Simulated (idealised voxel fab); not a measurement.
The following is a process module called voxel local oxidation.
FYI the section here is cut, 210 nm wide, cells are 5 nm squares.
Just so we're on the same page, the cross-sections are grids of square cells, and they're listed out in bands top to bottom, each band one or more rows deep.
For a band, the entry starts with two heights in nm, that of the top and then that of the bottom, and carries on with the band's materials in order from left to right, each alongside its width in nm; the word "throughout" beside a single material means it fills the band edge to edge, and "blank" means empty space.
It should be noted that heights are counted from 0, beneath which the wafer as supplied is of one material throughout, and that the lowest band possesses no lower boundary but continues downward, as written in "top 0, no bottom".
The expression "30 to 40" gives the width at the extremes of the band, the first number at its top row of cells and the second at its bottom row, with the width changing by equal amounts from each row to the next in between.
When a step is marked "identical to before", none of the cells in the cross-section changed during that step.
Closed-off voids of 8+ cells (no open route to the top) go in "Sealed cavities", written width x height at distance from the left edge, in nm.
Post-settings text on a step line: simulator's own remark regarding the step.
overlay nm: step with mask; distance mask lay right of planned place; negative value = left of planned place.

[Process steps (planned)]
1) RECEIVE, material Si
2) OXIDIZE, depth nm 5
3) CONFORMAL_DEP, material SiN, thk nm 10
4) DIRECTIONAL_DEP, material aC, thk nm 15
5) PATTERN, tone cover, mask id ACTIVE, material resist, width nm 90, thk nm 30, overlay nm 0
6) DIRECTIONAL_ETCH, etch materials aC, depth nm 15
7) STRIP, etch materials resist
8) DIRECTIONAL_ETCH, etch materials SiN, depth nm 10
9) STRIP, etch materials aC
10) SELECTIVE_ETCH, etch materials SiO2, depth nm 5
11) OXIDIZE, depth nm 15
12) STRIP, etch materials SiN

[Cross-section of the wafer as it came to us, i.e., already through step 1]
> top 0, no bottom = Si throughout
> Sealed cavities: none

[Sectioned view, first of two wafers, at the close of the module, processed as intended in the plan]
> top 0, bottom -5 = 65 of blank; 80 of SiO2; 65 of blank
> top -5, bottom -20 = 80 of SiO2; 50 of Si; 80 of SiO2
> top -20, no bottom = Si throughout
> Sealed cavities: none

[The second wafer, shown in cross-section after the module: started the same way as the first and given the same plan, yet one mistake crept into how it was run]
> top 0, bottom -5 = 60 of blank; 90 of SiO2; 60 of blank
> top -5, bottom -20 = 75 of SiO2; 60 of Si; 75 of SiO2
> top -20, no bottom = Si throughout
> Sealed cavities: none
Deviation noted in wafer processing: step 5 ran with different settings than intended, the actual operation and settings being PATTERN, tone cover, mask id ACTIVE, material resist, width nm 100, thk nm 30, overlay nm 0
FYI, end of process, the second wafer has more or fewer cells of some materials than the first: Si: 6 more, SiO2: 4 fewer
